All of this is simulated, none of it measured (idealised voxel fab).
process module | voxel self aligned contacts
cross-section cut | 165 nm wide | cells 5 nm
A cross-section is a grid of square cells, given in bands from the top down. A band is one or more rows of cells.
Each band's line starts with the height of the band's top and of its bottom, in nm. Then come its materials from left to right, each with its width in nm. One material with "throughout" fills the band from edge to edge. "air" is empty space.
Height 0 is the level under which the wafer as received is all one material. The lowest band goes on downwards, as in "0 down".
A width such as "30 to 40" changes by the same amount from each row of cells to the next, from the band's top row to its bottom row.
"no change" after a step means that no cell of the cross-section changed.
closed voids: empty space of 8 cells or more with no open way to the top, each as width x height at its distance from the left edge, in nm
after a step's settings: what the simulator itself notes on the step
overlay nm, on a step with a mask: how far to the right of its planned place the mask lay; to the left if negative
plan
1 op RECEIVE | material Si
2 op OXIDIZE | depth nm 5
3 op DIRECTIONAL_DEP | material polySi | thk nm 30
4 op DIRECTIONAL_DEP | material SiN | thk nm 20
5 op DIRECTIONAL_DEP | material aC | thk nm 15
6 op PATTERN | tone cover | mask id GATE | material resist | width nm 35 | pitch nm 70 | thk nm 30 | overlay nm 0
7 op DIRECTIONAL_ETCH | etch materials aC | depth nm 15
8 op STRIP | etch materials resist
9 op DIRECTIONAL_ETCH | etch materials SiN | depth nm 20
10 op DIRECTIONAL_ETCH | etch materials polySi | depth nm 30
11 op STRIP | etch materials aC
12 op CONFORMAL_DEP | material SiN | thk nm 10
13 op DIRECTIONAL_ETCH | etch materials SiN | depth nm 10
14 op FILL_DEP | material SiO2 | thk nm 15
15 op CMP | height nm 60
16 op DIRECTIONAL_DEP | material aC | thk nm 15
17 op PATTERN | tone open | mask id CONTACT | material resist | width nm 45 | thk nm 30 | overlay nm 0
18 op DIRECTIONAL_ETCH | etch materials aC | depth nm 15
19 op STRIP | etch materials resist
20 op DIRECTIONAL_ETCH | etch materials SiO2 | depth nm 65
21 op STRIP | etch materials aC
22 op CONFORMAL_DEP | material TiN | thk nm 5
23 op FILL_DEP | material Ru | thk nm 10
24 op CMP | height nm 60
25 op CONFORMAL_DEP | material SiCN | thk nm 5
first wafer, as planned
as received, after step 1
  0 down: Si throughout
  closed voids: none
after step 2
  0 to -5: SiO2 throughout
  below -5: unchanged
after step 3
  30 to 0: polySi throughout
  below 0: unchanged
after step 4
  50 to 30: SiN throughout
  below 30: unchanged
after step 5
  65 to 50: aC throughout
  below 50: unchanged
after step 6
  95 to 65: air 30 | resist 35 | air 35 | resist 35 | air 30
  below 65: unchanged
after step 7
  80 to 65: air 30 | resist 35 | air 35 | resist 35 | air 30
  65 to 50: air 30 | aC 35 | air 35 | aC 35 | air 30
  below 50: unchanged
after step 8
  65 to 50: air 30 | aC 35 | air 35 | aC 35 | air 30
  below 50: unchanged
after step 9
  65 to 50: air 30 | aC 35 | air 35 | aC 35 | air 30
  50 to 30: air 30 | SiN 35 | air 35 | SiN 35 | air 30
  below 30: unchanged
after step 10
  65 to 50: air 30 | aC 35 | air 35 | aC 35 | air 30
  50 to 30: air 30 | SiN 35 | air 35 | SiN 35 | air 30
  30 to 0: air 30 | polySi 35 | air 35 | polySi 35 | air 30
  below 0: unchanged
after step 11
  50 to 30: air 30 | SiN 35 | air 35 | SiN 35 | air 30
  below 30: unchanged
after step 12
  60 to 30: air 20 | SiN 55 | air 15 | SiN 55 | air 20
  30 to 10: air 20 | SiN 10 | polySi 35 | SiN 10 | air 15 | SiN 10 | polySi 35 | SiN 10 | air 20
  10 to 0: SiN 30 | polySi 35 | SiN 35 | polySi 35 | SiN 30
  below 0: unchanged
after step 13
  50 to 30: air 20 | SiN 55 | air 15 | SiN 55 | air 20
  30 to 0: air 20 | SiN 10 | polySi 35 | SiN 10 | air 15 | SiN 10 | polySi 35 | SiN 10 | air 20
  below 0: unchanged
after step 14
  65 to 50: SiO2 throughout
  50 to 30: SiO2 20 | SiN 55 | SiO2 15 | SiN 55 | SiO2 20
  30 to 0: SiO2 20 | SiN 10 | polySi 35 | SiN 10 | SiO2 15 | SiN 10 | polySi 35 | SiN 10 | SiO2 20
  below 0: unchanged
after step 15
  60 to 50: SiO2 throughout
  below 50: unchanged
after step 16
  75 to 60: aC throughout
  below 60: unchanged
after step 17
  105 to 75: resist 60 | air 45 | resist 60
  below 75: unchanged
after step 18
  90 to 75: resist 60 | air 45 | resist 60
  75 to 60: aC 60 | air 45 | aC 60
  below 60: unchanged
after step 19
  75 to 60: aC 60 | air 45 | aC 60
  below 60: unchanged
after step 20
  75 to 60: aC 60 | air 45 | aC 60
  60 to 50: SiO2 60 | air 45 | SiO2 60
  50 to 30: SiO2 20 | SiN 55 | air 15 | SiN 55 | SiO2 20
  30 to 0: SiO2 20 | SiN 10 | polySi 35 | SiN 10 | air 15 | SiN 10 | polySi 35 | SiN 10 | SiO2 20
  0 to -5: SiO2 75 | air 15 | SiO2 75
  below -5: unchanged
after step 21
  60 to 50: SiO2 60 | air 45 | SiO2 60
  below 50: unchanged
after step 22
  65 to 60: TiN 65 | air 35 | TiN 65
  60 to 50: SiO2 60 | TiN 5 to 20 | air 35 to 5 | TiN 5 to 20 | SiO2 60
  50 to 30: SiO2 20 | SiN 55 | TiN 5 | air 5 | TiN 5 | SiN 55 | SiO2 20
  30 to 0: SiO2 20 | SiN 10 | polySi 35 | SiN 10 | TiN 5 | air 5 | TiN 5 | SiN 10 | polySi 35 | SiN 10 | SiO2 20
  0 to -5: SiO2 75 | TiN 15 | SiO2 75
  below -5: unchanged
after step 23
  75 to 65: Ru throughout
  65 to 60: TiN 65 | Ru 35 | TiN 65
  60 to 50: SiO2 60 | TiN 5 to 20 | Ru 35 to 5 | TiN 5 to 20 | SiO2 60
  50 to 30: SiO2 20 | SiN 55 | TiN 5 | Ru 5 | TiN 5 | SiN 55 | SiO2 20
  30 to 0: SiO2 20 | SiN 10 | polySi 35 | SiN 10 | TiN 5 | Ru 5 | TiN 5 | SiN 10 | polySi 35 | SiN 10 | SiO2 20
  below 0: unchanged
after step 24
  60 to 50: SiO2 60 | TiN 5 to 20 | Ru 35 to 5 | TiN 5 to 20 | SiO2 60
  below 50: unchanged
after step 25
  65 to 60: SiCN throughout
  below 60: unchanged
second wafer: like start, like plan, one mistake. Through step 1 it matches the first wafer
when step 2 should have ended
  30 to 0: polySi throughout
  below 0: unchanged
when step 3 should have ended
  30 to 25: SiO2 throughout
  below 25: unchanged
when step 4 should have ended
  50 to 30: SiN throughout
  below 30: unchanged
when step 5 should have ended
  65 to 50: aC throughout
  below 50: unchanged
when step 6 should have ended
  95 to 65: air 30 | resist 35 | air 35 | resist 35 | air 30
  below 65: unchanged
when step 7 should have ended
  80 to 65: air 30 | resist 35 | air 35 | resist 35 | air 30
  65 to 50: air 30 | aC 35 | air 35 | aC 35 | air 30
  below 50: unchanged
when step 8 should have ended
  65 to 50: air 30 | aC 35 | air 35 | aC 35 | air 30
  below 50: unchanged
when step 9 should have ended
  65 to 50: air 30 | aC 35 | air 35 | aC 35 | air 30
  50 to 30: air 30 | SiN 35 | air 35 | SiN 35 | air 30
  below 30: unchanged
when step 10 should have ended: no change
when step 11 should have ended
  50 to 30: air 30 | SiN 35 | air 35 | SiN 35 | air 30
  below 30: unchanged
when step 12 should have ended
  60 to 40: air 20 | SiN 55 | air 15 | SiN 55 | air 20
  40 to 30: SiN throughout
  below 30: unchanged
when step 13 should have ended
  50 to 30: air 20 | SiN 55 | air 15 | SiN 55 | air 20
  below 30: unchanged
when step 14 should have ended
  65 to 50: SiO2 throughout
  50 to 30: SiO2 20 | SiN 55 | SiO2 15 | SiN 55 | SiO2 20
  below 30: unchanged
when step 15 should have ended
  60 to 50: SiO2 throughout
  below 50: unchanged
when step 16 should have ended
  75 to 60: aC throughout
  below 60: unchanged
when step 17 should have ended
  105 to 75: resist 60 | air 45 | resist 60
  below 75: unchanged
when step 18 should have ended
  90 to 75: resist 60 | air 45 | resist 60
  75 to 60: aC 60 | air 45 | aC 60
  below 60: unchanged
when step 19 should have ended
  75 to 60: aC 60 | air 45 | aC 60
  below 60: unchanged
when step 20 should have ended
  75 to 60: aC 60 | air 45 | aC 60
  60 to 50: SiO2 60 | air 45 | SiO2 60
  50 to 30: SiO2 20 | SiN 55 | air 15 | SiN 55 | SiO2 20
  30 to 25: SiO2 75 | air 15 | SiO2 75
  below 25: unchanged
when step 21 should have ended
  60 to 50: SiO2 60 | air 45 | SiO2 60
  below 50: unchanged
when step 22 should have ended
  65 to 60: TiN 65 | air 35 | TiN 65
  60 to 50: SiO2 60 | TiN 5 to 20 | air 35 to 5 | TiN 5 to 20 | SiO2 60
  50 to 30: SiO2 20 | SiN 55 | TiN 5 | air 5 | TiN 5 | SiN 55 | SiO2 20
  30 to 25: SiO2 75 | TiN 15 | SiO2 75
  below 25: unchanged
when step 23 should have ended
  75 to 65: Ru throughout
  65 to 60: TiN 65 | Ru 35 | TiN 65
  60 to 50: SiO2 60 | TiN 5 to 20 | Ru 35 to 5 | TiN 5 to 20 | SiO2 60
  50 to 30: SiO2 20 | SiN 55 | TiN 5 | Ru 5 | TiN 5 | SiN 55 | SiO2 20
  below 30: unchanged
when step 24 should have ended
  60 to 50: SiO2 60 | TiN 5 to 20 | Ru 35 to 5 | TiN 5 to 20 | SiO2 60
  below 50: unchanged
when step 25 should have ended
  65 to 60: SiCN throughout
  below 60: unchanged
what went wrong: steps 2 and 3 were swapped
at the end the second wafer has, in cells: 6 fewer of Ru | 33 more of Si | 48 fewer of SiN | 48 fewer of SiO2 | 12 fewer of TiN | 81 more of polySi
